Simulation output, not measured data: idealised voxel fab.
This is a process module. Its name is voxel ribs on slabs.
Square cell edge 5 nm, section width 240 nm, ID cut.
Heads up, the way a cross-section reads in here is a grid of square cells, handed over as bands from the top down, with every band being one or more rows of cells. The entry gives the band's vertical extent as a top height and a bottom height in nm, then its horizontal make-up as materials from left to right, each with a width in nm. "air" stands for empty space; a single material marked "edge to edge" fills the band edge to edge. Heads up on the height convention: 0 is the point under which the incoming wafer is all one material, and the lowest band has no bottom, it just keeps going down, like "0 nm and below". The width entry "30->40" should be interpreted row by row: the top row of cells in the band takes the first number, the bottom row takes the second number, and the change between adjacent rows is uniform throughout. "same as before" (step): cross-section cells unchanged, all of them. Voids not open to the top, 8 cells minimum: see "Sealed internal cavities". Written width x height at distance; distance is from the left edge; nm. If you see something after the settings on a step's line, that's the simulator's own remark about that step. Among the settings permitted on a step's line is "overlay nm"; applied to a step with a mask, it specifies the extent to which the mask lay to the right of its planned position, whereas a negative figure signifies a position to the left.
Planned step list for the process
| 1 | RECEIVE: material Si |
| 2 | DIRECTIONAL_DEP: material SiO2, thk nm 20 |
| 3 | DIRECTIONAL_DEP: material SiN, thk nm 20 |
| 4 | DIRECTIONAL_DEP: material aC, thk nm 10 |
| 5 | PATTERN: tone cover, mask id RIB, material resist, width nm 30, thk nm 30, overlay nm 0 |
| 6 | DIRECTIONAL_ETCH: etch materials aC, depth nm 10 |
| 7 | STRIP: etch materials resist |
| 8 | DIRECTIONAL_ETCH: etch materials SiN, depth nm 15 |
| 9 | STRIP: etch materials aC |
| 10 | MASKED_ETCH: tone cover, mask id SLAB, width nm 60, etch materials SiN, depth nm 5, overlay nm 0 |
| 11 | FILL_DEP: material SiO2, thk nm 15 |
| 12 | CMP: height nm 50 |
| 13 | DIRECTIONAL_DEP: material W, thk nm 5 |
| 14 | MASKED_ETCH: tone cover, mask id HEATER, width nm 40, etch materials W, depth nm 5, overlay nm -15 |
| 15 | CONFORMAL_DEP: material SiN, thk nm 10 |
Where the wafers of this document differ is in the overlay nm of step 14; they start out the same, and the plan states the value that applied to the first wafer.
Cross-section of the first of several wafers on receipt, reflecting completion of step 1
  0 nm and below | Si edge to edge
  Sealed internal cavities: none
Depicted here is the first of several wafers in cross-section, at module completion following the last step, step 15
  65 nm to 60 nm | air (75) | SiN (60) | air (105)
  60 nm to 55 nm | SiN edge to edge
  55 nm to 50 nm | SiN (85) | W (40) | SiN (115)
  50 nm to 40 nm | SiO2 edge to edge
  40 nm to 25 nm | SiO2 (105) | SiN (30) | SiO2 (105)
  25 nm to 20 nm | SiO2 (90) | SiN (60) | SiO2 (90)
  20 nm to 0 nm | SiO2 edge to edge
  0 nm and below | Si edge to edge
  Sealed internal cavities: none
End of module, last wafer sectioned
  65 nm to 60 nm | air (105) | SiN (60) | air (75)
  60 nm to 55 nm | SiN edge to edge
  55 nm to 50 nm | SiN (115) | W (40) | SiN (85)
  50 nm to 40 nm | SiO2 edge to edge
  40 nm to 25 nm | SiO2 (105) | SiN (30) | SiO2 (105)
  25 nm to 20 nm | SiO2 (90) | SiN (60) | SiO2 (90)
  20 nm to 0 nm | SiO2 edge to edge
  0 nm and below | Si edge to edge
  Sealed internal cavities: none
Below, a row for every wafer. Read it as the end-of-module picture: for each material the wafer shows its cells gained (+) or lost (-) since it was received, and then its closed voids
overlay nm -15 | +130 SiN | +450 SiO2 | +8 W | Sealed internal cavities: none
overlay nm -10 | +130 SiN | +450 SiO2 | +8 W | Sealed internal cavities: none
overlay nm -5 | +130 SiN | +450 SiO2 | +8 W | Sealed internal cavities: none
overlay nm 0 | +130 SiN | +450 SiO2 | +8 W | Sealed internal cavities: none
overlay nm 5 | +130 SiN | +450 SiO2 | +8 W | Sealed internal cavities: none
overlay nm 10 | +130 SiN | +450 SiO2 | +8 W | Sealed internal cavities: none
overlay nm 15 | +130 SiN | +450 SiO2 | +8 W | Sealed internal cavities: none
